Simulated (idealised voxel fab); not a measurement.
Process module under the name voxel transistor to metal
FYI the section here is cut, 290 nm wide, cells are 5 nm squares.
For the purposes of this document, a cross-section shall be understood as a grid of square cells, specified as bands listed in top-to-bottom order, each band consisting of one or more rows of cells.
Within each band entry, the heights of the top and of the bottom of the band appear first, in that order and in nm; the materials of the band then follow from left to right, each with its corresponding width in nm. The designation "throughout" on a single material indicates that it fills the band from edge to edge; the designation "empty" indicates empty space.
The level at which height equals 0 is the one under which the wafer, as it arrives, is entirely one material. No lower edge exists for the bottom band, which continues downward and is notated as in "top 0, no bottom".
Width spec "30->40" -> top row of cells at first value, bottom row at second value, equal per-row change in between.
No cell of the cross-section changed in a step that is given as "no change occurred".
In "Voids, sealed" the enclosed voids are listed, meaning empty spaces of 8 cells or larger without any opening to the top. The form is width x height at distance, distance from the left edge, units nm.
Past the settings on a step's line: simulator remark, on that step.
The setting "overlay nm" may be written on the line of a step. When the step uses a mask, the value reports how far to the right of the planned place the mask lay, and a negative value reports that it lay to the left.

### The steps planned for the process are as follows
1. RECEIVE: material Si
2. OXIDIZE: depth nm 5
3. CONFORMAL_DEP: material SiN, thk nm 10
4. PATTERN: tone cover, mask id ACTIVE, material resist, width nm 115, pitch nm 140, thk nm 15, overlay nm 0
5. DIRECTIONAL_ETCH: etch materials SiN, depth nm 10
6. DIRECTIONAL_ETCH: etch materials SiO2, depth nm 5
7. DIRECTIONAL_ETCH: etch materials Si, depth nm 20
8. STRIP: etch materials resist
9. FILL_DEP: material SiO2, thk nm 10
10. CMP: height nm 10
11. SELECTIVE_ETCH: etch materials SiO2, depth nm 5
12. STRIP: etch materials SiN
13. SELECTIVE_ETCH: etch materials SiO2, depth nm 5
14. OXIDIZE: depth nm 5
15. DIRECTIONAL_DEP: material polySi, thk nm 30
16. DIRECTIONAL_DEP: material SiCN, thk nm 15
17. DIRECTIONAL_DEP: material aC, thk nm 10
18. PATTERN: tone cover, mask id GATE, material resist, width nm 25, pitch nm 140, thk nm 25, overlay nm 0
19. DIRECTIONAL_ETCH: etch materials aC, depth nm 10
20. STRIP: etch materials resist
21. DIRECTIONAL_ETCH: etch materials SiCN, depth nm 25
22. DIRECTIONAL_ETCH: etch materials polySi, depth nm 40
23. STRIP: etch materials aC
24. CONFORMAL_DEP: material SiO2, thk nm 5
25. DIRECTIONAL_ETCH: etch materials SiO2, depth nm 5
26. CONFORMAL_DEP: material SiN, thk nm 10
27. DIRECTIONAL_ETCH: etch materials SiN, depth nm 10
28. DIRECTIONAL_ETCH: etch materials SiO2, depth nm 5
29. DIRECTIONAL_ETCH: etch materials Si, depth nm 15
30. EPI: material SiGe, thk nm 15
31. FILL_DEP: material SiO2, thk nm 5
32. CMP: height nm 40
33. DIRECTIONAL_DEP: material SiO2, thk nm 15
34. MASKED_ETCH: tone open, mask id CONTACT, width nm 30, etch materials SiO2, depth nm 50, overlay nm 0
35. CONFORMAL_DEP: material TiN, thk nm 5
36. FILL_DEP: material W, thk nm 5
37. CMP: height nm 55
38. CONFORMAL_DEP: material SiN, thk nm 5
39. DIRECTIONAL_DEP: material lowk, thk nm 15
40. MASKED_ETCH: tone open, mask id METAL_1, width nm 20, etch materials lowk, depth nm 15, overlay nm 0
41. MASKED_ETCH: tone open, mask id METAL_1, width nm 20, etch materials SiN, depth nm 5, overlay nm 0
42. CONFORMAL_DEP: material TiN, thk nm 5
43. FILL_DEP: material Cu, thk nm 10
44. CMP: height nm 75
45. EPI: material Ru, thk nm 5
46. FILL_DEP: material SiCN, thk nm 5

### Wafer as received: cross-section following step 1
	top 0, no bottom | Si throughout
	Voids, sealed: none

### Wafer at module end, in section. Began as above, planned as above, run with one mistake
	top 85, bottom 80 | SiCN throughout
	top 80, bottom 75 | 20 nm SiCN | 30 nm Ru | 45 nm SiCN | 30 nm Ru | 35 nm SiCN | 30 nm Ru | 45 nm SiCN | 30 nm Ru | 25 nm SiCN
	top 75, bottom 60 | 25 nm lowk | 5 nm TiN | 10 nm Cu | 5 nm TiN | 55 nm lowk | 5 nm TiN | 10 nm Cu | 5 nm TiN | 45 nm lowk | 5 nm TiN | 10 nm Cu | 5 nm TiN | 55 nm lowk | 5 nm TiN | 10 nm Cu | 5 nm TiN | 30 nm lowk
	top 60, bottom 55 | 25 nm SiN | 20 nm TiN | 55 nm SiN | 20 nm TiN | 45 nm SiN | 20 nm TiN | 55 nm SiN | 20 nm TiN | 30 nm SiN
	top 55, bottom 45 | 25 nm SiO2 | 5 nm TiN | 20 nm W | 5 nm TiN | 35 nm SiO2 | 5 nm TiN | 20 nm W | 5 nm TiN | 45 nm SiO2 | 5 nm TiN | 20 nm W | 5 nm TiN | 35 nm SiO2 | 5 nm TiN | 20 nm W | 5 nm TiN | 30 nm SiO2
	top 45, bottom 40 | 25 nm SiO2 | 5 nm TiN | 10 nm W | 15 nm TiN | 35 nm SiO2 | 15 nm TiN | 10 nm W | 5 nm TiN | 45 nm SiO2 | 5 nm TiN | 10 nm W | 15 nm TiN | 35 nm SiO2 | 15 nm TiN | 10 nm W | 5 nm TiN | 30 nm SiO2
	top 40, bottom 30 | 25 nm SiO2 | 5 nm TiN | 10 nm W | 5 nm TiN | 10 nm SiN | 5 nm SiO2 | 25 nm SiCN | 5 nm SiO2 | 10 nm SiN | 5 nm TiN | 10 nm W | 5 nm TiN | 45 nm SiO2 | 5 nm TiN | 10 nm W | 5 nm TiN | 10 nm SiN | 5 nm SiO2 | 25 nm SiCN | 5 nm SiO2 | 10 nm SiN | 5 nm TiN | 10 nm W | 5 nm TiN | 30 nm SiO2
	top 30, bottom 10 | 25 nm SiO2 | 5 nm TiN | 10 nm W | 5 nm TiN | 10 nm SiN | 5 nm SiO2 | 25 nm polySi | 5 nm SiO2 | 10 nm SiN | 5 nm TiN | 10 nm W | 5 nm TiN | 45 nm SiO2 | 5 nm TiN | 10 nm W | 5 nm TiN | 10 nm SiN | 5 nm SiO2 | 25 nm polySi | 5 nm SiO2 | 10 nm SiN | 5 nm TiN | 10 nm W | 5 nm TiN | 30 nm SiO2
	top 10, bottom 5 | 25 nm SiO2 | 20 nm TiN | 10 nm SiN | 5 nm SiO2 | 25 nm polySi | 5 nm SiO2 | 10 nm SiN | 20 nm TiN | 45 nm SiO2 | 20 nm TiN | 10 nm SiN | 5 nm SiO2 | 25 nm polySi | 5 nm SiO2 | 10 nm SiN | 20 nm TiN | 30 nm SiO2
	top 5, bottom 0 | 20 nm SiO2 | 25 nm SiGe | 10 nm SiN | 5 nm SiO2 | 25 nm polySi | 5 nm SiO2 | 10 nm SiN | 25 nm SiGe | 35 nm SiO2 | 25 nm SiGe | 10 nm SiN | 5 nm SiO2 | 25 nm polySi | 5 nm SiO2 | 10 nm SiN | 25 nm SiGe | 25 nm SiO2
	top 0, bottom -5 | 15 nm SiO2 | 10 nm SiN | 20 nm SiGe | 10 nm SiN | 5 nm SiO2 | 25 nm polySi | 5 nm SiO2 | 10 nm SiN | 20 nm SiGe | 10 nm SiN | 25 nm SiO2 | 10 nm SiN | 20 nm SiGe | 10 nm SiN | 5 nm SiO2 | 25 nm polySi | 5 nm SiO2 | 10 nm SiN | 20 nm SiGe | 10 nm SiN | 20 nm SiO2
	top -5, bottom -10 | 25 nm SiO2 | 20 nm SiGe | 55 nm SiO2 | 20 nm SiGe | 45 nm SiO2 | 20 nm SiGe | 55 nm SiO2 | 20 nm SiGe | 30 nm SiO2
	top -10, bottom -25 | 15 nm SiO2 | 10 nm Si | 20 nm SiGe | 55 nm Si | 20 nm SiGe | 10 nm Si | 25 nm SiO2 | 10 nm Si | 20 nm SiGe | 55 nm Si | 20 nm SiGe | 10 nm Si | 20 nm SiO2
	top -25, no bottom | Si throughout
	Voids, sealed: none
Which mistake was made when the wafer was run? not per plan at step 15, really ran DIRECTIONAL_DEP: material polySi, thk nm 35
